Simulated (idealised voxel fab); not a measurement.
Process module heading - voxel capacitor over wiring
For reference, the cross-section in this document is cut, with width 200 nm and square cells of 5 nm.
Each cross-section below is a grid of square cells, stated as bands in top-down order, with one or more rows of cells making up each band. Heads up on the band format: heights come first, top then bottom, in nm. After that it's the materials left to right, each with its width in nm. A single material flagged "everywhere" fills the whole band edge to edge, and "blank" means there's empty space there. Measure heights from 0. That's the level where, below it, the as-received wafer is all one material. The lowest band is bottomless and extends downward; write it as in "0 down". It should be noted that a width expressed as "30 to 40" varies in equal increments from row to row of cells within the band, taking the value of the first number at the top row and that of the second number at the bottom row. No cell of the cross-section changed in a step that is given as "remained the same". In the "Closed void register" entry, you get each enclosed empty space of 8 cells or more, one with no open way to the top, written width x height at distance, distance from the left edge, in nm. On a step's line, text after the settings is the simulator commenting on that step. overlay nm: mask right of planned place by this much (step with mask). Neg. = left.

Steps planned for the process
step 1: RECEIVE [material Si]
step 2: CONFORMAL_DEP [material SiO2] [thk nm 10]
step 3: DIRECTIONAL_DEP [material TiN] [thk nm 5]
step 4: DIRECTIONAL_DEP [material W] [thk nm 25]
step 5: MASKED_ETCH [tone cover] [mask id METAL_1] [width nm 25] [pitch nm 95] [etch materials W] [depth nm 25] [overlay nm 0]
step 6: MASKED_ETCH [tone cover] [mask id METAL_1] [width nm 25] [pitch nm 95] [etch materials TiN] [depth nm 5] [overlay nm 0]
step 7: FILL_DEP [material SiO2] [thk nm 5]
step 8: CMP [height nm 40]
step 9: CONFORMAL_DEP [material SiCN] [thk nm 5]
step 10: DIRECTIONAL_DEP [material SiO2] [thk nm 20]
step 11: MASKED_ETCH [tone open] [mask id PLUG_1] [width nm 15] [etch materials SiO2] [depth nm 20] [overlay nm 0]
step 12: MASKED_ETCH [tone open] [mask id PLUG_1] [width nm 15] [etch materials SiCN] [depth nm 5] [overlay nm 0]
step 13: EPI [material Ru] [thk nm 10]
step 14: EPI [material Ru] [thk nm 10]
step 15: EPI [material Ru] [thk nm 5]
step 16: DIRECTIONAL_DEP [material TiN] [thk nm 5]
step 17: DIRECTIONAL_DEP [material HfO2] [thk nm 5]
step 18: DIRECTIONAL_DEP [material TiN] [thk nm 10]
step 19: PATTERN [tone cover] [mask id UPPER_PLATE] [material resist] [width nm 75] [thk nm 20] [overlay nm 0]
step 20: DIRECTIONAL_ETCH [etch materials TiN] [depth nm 10]
step 21: DIRECTIONAL_ETCH [etch materials HfO2] [depth nm 5]
step 22: STRIP [etch materials resist]
step 23: DIRECTIONAL_DEP [material aC] [thk nm 10]
step 24: PATTERN [tone cover] [mask id LOWER_PLATE] [material resist] [width nm 85] [thk nm 30] [overlay nm 0]
step 25: DIRECTIONAL_ETCH [etch materials aC] [depth nm 10]
step 26: STRIP [etch materials resist]
step 27: DIRECTIONAL_ETCH [etch materials TiN] [depth nm 5]
step 28: STRIP [etch materials aC]
step 29: FILL_DEP [material SiO2] [thk nm 20]
step 30: CMP [height nm 100]
step 31: DIRECTIONAL_DEP [material aC] [thk nm 10]
step 32: PATTERN [tone open] [mask id PLUG_2] [material resist] [width nm 15] [thk nm 30] [overlay nm 0]
step 33: DIRECTIONAL_ETCH [etch materials aC] [depth nm 10]
step 34: STRIP [etch materials resist]
step 35: DIRECTIONAL_ETCH [etch materials SiO2] [depth nm 15]
step 36: STRIP [etch materials aC]
step 37: CONFORMAL_DEP [material TiN] [thk nm 5]
step 38: FILL_DEP [material Ru] [thk nm 5]
step 39: CMP [height nm 100]
step 40: CONFORMAL_DEP [material SiN] [thk nm 5]

The first of two wafers, run as planned

Wafer at receipt (post step 1), cross-section
    0 down | Si everywhere
    Closed void register: none

So this is the wafer cross-section right after step 2
    10 to 0 | SiO2 everywhere
    Below 0, no change.

So this is the wafer cross-section right after step 3
    15 to 10 | TiN everywhere
    Below 10, no change.

So this is the wafer cross-section right after step 4
    40 to 15 | W everywhere
    Below 15, no change.

So this is the wafer cross-section right after step 5
    40 to 15 | 40 nm blank / 25 nm W / 70 nm blank / 25 nm W / 40 nm blank
    Below 15, no change.

So this is the wafer cross-section right after step 6
    40 to 15 | 40 nm blank / 25 nm W / 70 nm blank / 25 nm W / 40 nm blank
    15 to 10 | 40 nm blank / 25 nm TiN / 70 nm blank / 25 nm TiN / 40 nm blank
    Below 10, no change.

So this is the wafer cross-section right after step 7
    45 to 40 | SiO2 everywhere
    40 to 15 | 40 nm SiO2 / 25 nm W / 70 nm SiO2 / 25 nm W / 40 nm SiO2
    15 to 10 | 40 nm SiO2 / 25 nm TiN / 70 nm SiO2 / 25 nm TiN / 40 nm SiO2
    Below 10, no change.

So this is the wafer cross-section right after step 8
    40 to 15 | 40 nm SiO2 / 25 nm W / 70 nm SiO2 / 25 nm W / 40 nm SiO2
    Below 15, no change.

So this is the wafer cross-section right after step 9
    45 to 40 | SiCN everywhere
    Below 40, no change.

So this is the wafer cross-section right after step 10
    65 to 45 | SiO2 everywhere
    Below 45, no change.

So this is the wafer cross-section right after step 11
    65 to 45 | 50 nm SiO2 / 15 nm blank / 135 nm SiO2
    Below 45, no change.

So this is the wafer cross-section right after step 12
    65 to 45 | 50 nm SiO2 / 15 nm blank / 135 nm SiO2
    45 to 40 | 50 nm SiCN / 15 nm blank / 135 nm SiCN
    Below 40, no change.

So this is the wafer cross-section right after step 13
    65 to 50 | 50 nm SiO2 / 15 nm blank / 135 nm SiO2
    50 to 45 | 50 nm SiO2 / 15 nm Ru / 135 nm SiO2
    45 to 40 | 50 nm SiCN / 15 nm Ru / 135 nm SiCN
    Below 40, no change.

So this is the wafer cross-section right after step 14
    65 to 60 | 50 nm SiO2 / 15 nm blank / 135 nm SiO2
    60 to 45 | 50 nm SiO2 / 15 nm Ru / 135 nm SiO2
    Below 45, no change.

So this is the wafer cross-section right after step 15
    65 to 45 | 50 nm SiO2 / 15 nm Ru / 135 nm SiO2
    Below 45, no change.

So this is the wafer cross-section right after step 16
    70 to 65 | TiN everywhere
    Below 65, no change.

So this is the wafer cross-section right after step 17
    75 to 70 | HfO2 everywhere
    Below 70, no change.

So this is the wafer cross-section right after step 18
    85 to 75 | TiN everywhere
    Below 75, no change.

So this is the wafer cross-section right after step 19
    105 to 85 | 50 nm blank / 75 nm resist / 75 nm blank
    Below 85, no change.

So this is the wafer cross-section right after step 20
    105 to 85 | 50 nm blank / 75 nm resist / 75 nm blank
    85 to 75 | 50 nm blank / 75 nm TiN / 75 nm blank
    Below 75, no change.

So this is the wafer cross-section right after step 21
    105 to 85 | 50 nm blank / 75 nm resist / 75 nm blank
    85 to 75 | 50 nm blank / 75 nm TiN / 75 nm blank
    75 to 70 | 50 nm blank / 75 nm HfO2 / 75 nm blank
    Below 70, no change.

So this is the wafer cross-section right after step 22
    85 to 75 | 50 nm blank / 75 nm TiN / 75 nm blank
    Below 75, no change.

So this is the wafer cross-section right after step 23
    95 to 85 | 50 nm blank / 75 nm aC / 75 nm blank
    85 to 80 | 50 nm blank / 75 nm TiN / 75 nm blank
    80 to 75 | 50 nm aC / 75 nm TiN / 75 nm aC
    75 to 70 | 50 nm aC / 75 nm HfO2 / 75 nm aC
    Below 70, no change.

So this is the wafer cross-section right after step 24
    125 to 95 | 45 nm blank / 85 nm resist / 70 nm blank
    95 to 85 | 45 nm blank / 5 nm resist / 75 nm aC / 5 nm resist / 70 nm blank
    85 to 80 | 45 nm blank / 5 nm resist / 75 nm TiN / 5 nm resist / 70 nm blank
    Below 80, no change.

So this is the wafer cross-section right after step 25
    115 to 95 | 45 nm blank / 85 nm resist / 70 nm blank
    95 to 85 | 45 nm blank / 5 nm resist / 75 nm aC / 5 nm resist / 70 nm blank
    85 to 80 | 45 nm blank / 5 nm resist / 75 nm TiN / 5 nm resist / 70 nm blank
    80 to 75 | 45 nm blank / 5 nm aC / 75 nm TiN / 5 nm aC / 70 nm blank
    75 to 70 | 45 nm blank / 5 nm aC / 75 nm HfO2 / 5 nm aC / 70 nm blank
    Below 70, no change.

So this is the wafer cross-section right after step 26
    95 to 85 | 50 nm blank / 75 nm aC / 75 nm blank
    85 to 80 | 50 nm blank / 75 nm TiN / 75 nm blank
    Below 80, no change.

So this is the wafer cross-section right after step 27
    95 to 85 | 50 nm blank / 75 nm aC / 75 nm blank
    85 to 80 | 50 nm blank / 75 nm TiN / 75 nm blank
    80 to 75 | 45 nm blank / 5 nm aC / 75 nm TiN / 5 nm aC / 70 nm blank
    75 to 70 | 45 nm blank / 5 nm aC / 75 nm HfO2 / 5 nm aC / 70 nm blank
    70 to 65 | 45 nm blank / 85 nm TiN / 70 nm blank
    Below 65, no change.

So this is the wafer cross-section right after step 28
    85 to 75 | 50 nm blank / 75 nm TiN / 75 nm blank
    75 to 70 | 50 nm blank / 75 nm HfO2 / 75 nm blank
    Below 70, no change.

So this is the wafer cross-section right after step 29
    105 to 85 | SiO2 everywhere
    85 to 75 | 50 nm SiO2 / 75 nm TiN / 75 nm SiO2
    75 to 70 | 50 nm SiO2 / 75 nm HfO2 / 75 nm SiO2
    70 to 65 | 45 nm SiO2 / 85 nm TiN / 70 nm SiO2
    Below 65, no change.

So this is the wafer cross-section right after step 30
    100 to 85 | SiO2 everywhere
    Below 85, no change.

So this is the wafer cross-section right after step 31
    110 to 100 | aC everywhere
    Below 100, no change.

So this is the wafer cross-section right after step 32
    140 to 110 | 60 nm resist / 15 nm blank / 125 nm resist
    Below 110, no change.

So this is the wafer cross-section right after step 33
    130 to 110 | 60 nm resist / 15 nm blank / 125 nm resist
    110 to 100 | 60 nm aC / 15 nm blank / 125 nm aC
    Below 100, no change.

So this is the wafer cross-section right after step 34
    110 to 100 | 60 nm aC / 15 nm blank / 125 nm aC
    Below 100, no change.

So this is the wafer cross-section right after step 35
    110 to 100 | 60 nm aC / 15 nm blank / 125 nm aC
    100 to 85 | 60 nm SiO2 / 15 nm blank / 125 nm SiO2
    Below 85, no change.

So this is the wafer cross-section right after step 36
    100 to 85 | 60 nm SiO2 / 15 nm blank / 125 nm SiO2
    Below 85, no change.

So this is the wafer cross-section right after step 37
    105 to 100 | 65 nm TiN / 5 nm blank / 130 nm TiN
    100 to 90 | 60 nm SiO2 / 5 nm TiN / 5 nm blank / 5 nm TiN / 125 nm SiO2
    90 to 85 | 60 nm SiO2 / 15 nm TiN / 125 nm SiO2
    Below 85, no change.

So this is the wafer cross-section right after step 38
    110 to 105 | Ru everywhere
    105 to 100 | 65 nm TiN / 5 nm Ru / 130 nm TiN
    100 to 90 | 60 nm SiO2 / 5 nm TiN / 5 nm Ru / 5 nm TiN / 125 nm SiO2
    Below 90, no change.

So this is the wafer cross-section right after step 39
    100 to 90 | 60 nm SiO2 / 5 nm TiN / 5 nm Ru / 5 nm TiN / 125 nm SiO2
    Below 90, no change.

So this is the wafer cross-section right after step 40
    105 to 100 | SiN everywhere
    Below 100, no change.

Wafer two of the pair: same origin, same plan, one error during the run; identical to wafer one up to and including step 9

Cross-section of the second wafer at the time by which step 10 should have been completed according to the plan: remained the same

Cross-section of the second wafer at the time by which step 11 should have been completed according to the plan: remained the same

Cross-section of the second wafer at the time by which step 12 should have been completed according to the plan
    45 to 40 | 50 nm SiCN / 15 nm blank / 135 nm SiCN
    Below 40, no change.

Cross-section of the second wafer at the time by which step 13 should have been completed according to the plan
    50 to 45 | 45 nm blank / 25 nm Ru / 130 nm blank
    45 to 40 | 50 nm SiCN / 15 nm Ru / 135 nm SiCN
    Below 40, no change.

Cross-section of the second wafer at the time by which step 14 should have been completed according to the plan
    60 to 45 | 35 nm blank / 45 nm Ru / 120 nm blank
    Below 45, no change.

Cross-section of the second wafer at the time by which step 15 should have been completed according to the plan
    65 to 45 | 30 nm blank / 55 nm Ru / 115 nm blank
    Below 45, no change.

Cross-section of the second wafer at the time by which step 16 should have been completed according to the plan
    70 to 65 | 30 nm blank / 55 nm TiN / 115 nm blank
    65 to 50 | 30 nm blank / 55 nm Ru / 115 nm blank
    50 to 45 | 30 nm TiN / 55 nm Ru / 115 nm TiN
    Below 45, no change.

Cross-section of the second wafer at the time by which step 17 should have been completed according to the plan
    75 to 70 | 30 nm blank / 55 nm HfO2 / 115 nm blank
    70 to 65 | 30 nm blank / 55 nm TiN / 115 nm blank
    65 to 55 | 30 nm blank / 55 nm Ru / 115 nm blank
    55 to 50 | 30 nm HfO2 / 55 nm Ru / 115 nm HfO2
    Below 50, no change.

Cross-section of the second wafer at the time by which step 18 should have been completed according to the plan
    85 to 75 | 30 nm blank / 55 nm TiN / 115 nm blank
    75 to 70 | 30 nm blank / 55 nm HfO2 / 115 nm blank
    70 to 65 | 30 nm blank / 55 nm TiN / 115 nm blank
    65 to 55 | 30 nm TiN / 55 nm Ru / 115 nm TiN
    Below 55, no change.

Cross-section of the second wafer at the time by which step 19 should have been completed according to the plan
    105 to 85 | 50 nm blank / 75 nm resist / 75 nm blank
    85 to 75 | 30 nm blank / 55 nm TiN / 40 nm resist / 75 nm blank
    75 to 70 | 30 nm blank / 55 nm HfO2 / 40 nm resist / 75 nm blank
    70 to 65 | 30 nm blank / 55 nm TiN / 40 nm resist / 75 nm blank
    Below 65, no change.

Cross-section of the second wafer at the time by which step 20 should have been completed according to the plan
    105 to 85 | 50 nm blank / 75 nm resist / 75 nm blank
    85 to 75 | 50 nm blank / 35 nm TiN / 40 nm resist / 75 nm blank
    75 to 70 | 30 nm blank / 55 nm HfO2 / 40 nm resist / 75 nm blank
    70 to 65 | 30 nm blank / 55 nm TiN / 40 nm resist / 75 nm blank
    65 to 55 | 30 nm blank / 55 nm Ru / 40 nm TiN / 75 nm blank
    Below 55, no change.

Cross-section of the second wafer at the time by which step 21 should have been completed according to the plan
    105 to 85 | 50 nm blank / 75 nm resist / 75 nm blank
    85 to 75 | 50 nm blank / 35 nm TiN / 40 nm resist / 75 nm blank
    75 to 70 | 50 nm blank / 35 nm HfO2 / 40 nm resist / 75 nm blank
    70 to 65 | 30 nm blank / 55 nm TiN / 40 nm resist / 75 nm blank
    65 to 55 | 30 nm blank / 55 nm Ru / 40 nm TiN / 75 nm blank
    55 to 50 | 30 nm blank / 55 nm Ru / 40 nm HfO2 / 75 nm blank
    Below 50, no change.

Cross-section of the second wafer at the time by which step 22 should have been completed according to the plan
    85 to 75 | 50 nm blank / 35 nm TiN / 115 nm blank
    75 to 70 | 50 nm blank / 35 nm HfO2 / 115 nm blank
    70 to 65 | 30 nm blank / 55 nm TiN / 115 nm blank
    Below 65, no change.

Cross-section of the second wafer at the time by which step 23 should have been completed according to the plan
    95 to 85 | 50 nm blank / 35 nm aC / 115 nm blank
    85 to 80 | 50 nm blank / 35 nm TiN / 115 nm blank
    80 to 75 | 30 nm blank / 20 nm aC / 35 nm TiN / 115 nm blank
    75 to 70 | 30 nm blank / 20 nm aC / 35 nm HfO2 / 40 nm aC / 75 nm blank
    70 to 65 | 30 nm blank / 55 nm TiN / 40 nm aC / 75 nm blank
    65 to 60 | 30 nm blank / 55 nm Ru / 40 nm TiN / 75 nm blank
    60 to 55 | 30 nm aC / 55 nm Ru / 40 nm TiN / 75 nm aC
    55 to 50 | 30 nm aC / 55 nm Ru / 40 nm HfO2 / 75 nm aC
    Below 50, no change.

Cross-section of the second wafer at the time by which step 24 should have been completed according to the plan
    125 to 95 | 45 nm blank / 85 nm resist / 70 nm blank
    95 to 85 | 45 nm blank / 5 nm resist / 35 nm aC / 45 nm resist / 70 nm blank
    85 to 80 | 45 nm blank / 5 nm resist / 35 nm TiN / 45 nm resist / 70 nm blank
    80 to 75 | 30 nm blank / 20 nm aC / 35 nm TiN / 45 nm resist / 70 nm blank
    75 to 70 | 30 nm blank / 20 nm aC / 35 nm HfO2 / 40 nm aC / 5 nm resist / 70 nm blank
    70 to 65 | 30 nm blank / 55 nm TiN / 40 nm aC / 5 nm resist / 70 nm blank
    65 to 60 | 30 nm blank / 55 nm Ru / 40 nm TiN / 5 nm resist / 70 nm blank
    Below 60, no change.

Cross-section of the second wafer at the time by which step 25 should have been completed according to the plan
    115 to 95 | 45 nm blank / 85 nm resist / 70 nm blank
    95 to 85 | 45 nm blank / 5 nm resist / 35 nm aC / 45 nm resist / 70 nm blank
    85 to 80 | 45 nm blank / 5 nm resist / 35 nm TiN / 45 nm resist / 70 nm blank
    80 to 75 | 45 nm blank / 5 nm aC / 35 nm TiN / 45 nm resist / 70 nm blank
    75 to 70 | 45 nm blank / 5 nm aC / 35 nm HfO2 / 40 nm aC / 5 nm resist / 70 nm blank
    70 to 65 | 30 nm blank / 55 nm TiN / 40 nm aC / 5 nm resist / 70 nm blank
    65 to 60 | 30 nm blank / 55 nm Ru / 40 nm TiN / 5 nm resist / 70 nm blank
    60 to 55 | 30 nm blank / 55 nm Ru / 40 nm TiN / 5 nm aC / 70 nm blank
    55 to 50 | 30 nm blank / 55 nm Ru / 40 nm HfO2 / 5 nm aC / 70 nm blank
    Below 50, no change.

Cross-section of the second wafer at the time by which step 26 should have been completed according to the plan
    95 to 85 | 50 nm blank / 35 nm aC / 115 nm blank
    85 to 80 | 50 nm blank / 35 nm TiN / 115 nm blank
    80 to 75 | 45 nm blank / 5 nm aC / 35 nm TiN / 115 nm blank
    75 to 70 | 45 nm blank / 5 nm aC / 35 nm HfO2 / 40 nm aC / 75 nm blank
    70 to 65 | 30 nm blank / 55 nm TiN / 40 nm aC / 75 nm blank
    65 to 60 | 30 nm blank / 55 nm Ru / 40 nm TiN / 75 nm blank
    Below 60, no change.

Cross-section of the second wafer at the time by which step 27 should have been completed according to the plan
    95 to 85 | 50 nm blank / 35 nm aC / 115 nm blank
    85 to 80 | 50 nm blank / 35 nm TiN / 115 nm blank
    80 to 75 | 45 nm blank / 5 nm aC / 35 nm TiN / 115 nm blank
    75 to 70 | 45 nm blank / 5 nm aC / 35 nm HfO2 / 40 nm aC / 75 nm blank
    70 to 65 | 45 nm blank / 40 nm TiN / 40 nm aC / 75 nm blank
    65 to 60 | 30 nm blank / 55 nm Ru / 40 nm TiN / 75 nm blank
    60 to 55 | 30 nm blank / 55 nm Ru / 40 nm TiN / 5 nm aC / 70 nm blank
    55 to 50 | 30 nm blank / 55 nm Ru / 40 nm HfO2 / 5 nm aC / 70 nm blank
    50 to 45 | 30 nm blank / 55 nm Ru / 45 nm TiN / 70 nm blank
    Below 45, no change.

Cross-section of the second wafer at the time by which step 28 should have been completed according to the plan
    85 to 75 | 50 nm blank / 35 nm TiN / 115 nm blank
    75 to 70 | 50 nm blank / 35 nm HfO2 / 115 nm blank
    70 to 65 | 45 nm blank / 40 nm TiN / 115 nm blank
    65 to 55 | 30 nm blank / 55 nm Ru / 40 nm TiN / 75 nm blank
    55 to 50 | 30 nm blank / 55 nm Ru / 40 nm HfO2 / 75 nm blank
    Below 50, no change.

Cross-section of the second wafer at the time by which step 29 should have been completed according to the plan
    105 to 85 | SiO2 everywhere
    85 to 75 | 50 nm SiO2 / 35 nm TiN / 115 nm SiO2
    75 to 70 | 50 nm SiO2 / 35 nm HfO2 / 115 nm SiO2
    70 to 65 | 45 nm SiO2 / 40 nm TiN / 115 nm SiO2
    65 to 55 | 30 nm SiO2 / 55 nm Ru / 40 nm TiN / 75 nm SiO2
    55 to 50 | 30 nm SiO2 / 55 nm Ru / 40 nm HfO2 / 75 nm SiO2
    50 to 45 | 30 nm SiO2 / 55 nm Ru / 45 nm TiN / 70 nm SiO2
    Below 45, no change.

Cross-section of the second wafer at the time by which step 30 should have been completed according to the plan
    100 to 85 | SiO2 everywhere
    Below 85, no change.

Cross-section of the second wafer at the time by which step 31 should have been completed according to the plan
    110 to 100 | aC everywhere
    Below 100, no change.

Cross-section of the second wafer at the time by which step 32 should have been completed according to the plan
    140 to 110 | 60 nm resist / 15 nm blank / 125 nm resist
    Below 110, no change.

Cross-section of the second wafer at the time by which step 33 should have been completed according to the plan
    130 to 110 | 60 nm resist / 15 nm blank / 125 nm resist
    110 to 100 | 60 nm aC / 15 nm blank / 125 nm aC
    Below 100, no change.

Cross-section of the second wafer at the time by which step 34 should have been completed according to the plan
    110 to 100 | 60 nm aC / 15 nm blank / 125 nm aC
    Below 100, no change.

Cross-section of the second wafer at the time by which step 35 should have been completed according to the plan
    110 to 100 | 60 nm aC / 15 nm blank / 125 nm aC
    100 to 85 | 60 nm SiO2 / 15 nm blank / 125 nm SiO2
    Below 85, no change.

Cross-section of the second wafer at the time by which step 36 should have been completed according to the plan
    100 to 85 | 60 nm SiO2 / 15 nm blank / 125 nm SiO2
    Below 85, no change.

Cross-section of the second wafer at the time by which step 37 should have been completed according to the plan
    105 to 100 | 65 nm TiN / 5 nm blank / 130 nm TiN
    100 to 90 | 60 nm SiO2 / 5 nm TiN / 5 nm blank / 5 nm TiN / 125 nm SiO2
    90 to 85 | 60 nm SiO2 / 15 nm TiN / 125 nm SiO2
    Below 85, no change.

Cross-section of the second wafer at the time by which step 38 should have been completed according to the plan
    110 to 105 | Ru everywhere
    105 to 100 | 65 nm TiN / 5 nm Ru / 130 nm TiN
    100 to 90 | 60 nm SiO2 / 5 nm TiN / 5 nm Ru / 5 nm TiN / 125 nm SiO2
    Below 90, no change.

Cross-section of the second wafer at the time by which step 39 should have been completed according to the plan
    100 to 90 | 60 nm SiO2 / 5 nm TiN / 5 nm Ru / 5 nm TiN / 125 nm SiO2
    Below 90, no change.

Cross-section of the second wafer at the time by which step 40 should have been completed according to the plan
    105 to 100 | SiN everywhere
    Below 100, no change.
Finding, execution versus plan: plan step 10: skipped, not run
Wafer comparison, final, in cells, second relative to first, materials more or fewer: 32 more of Ru; 32 fewer of SiO2
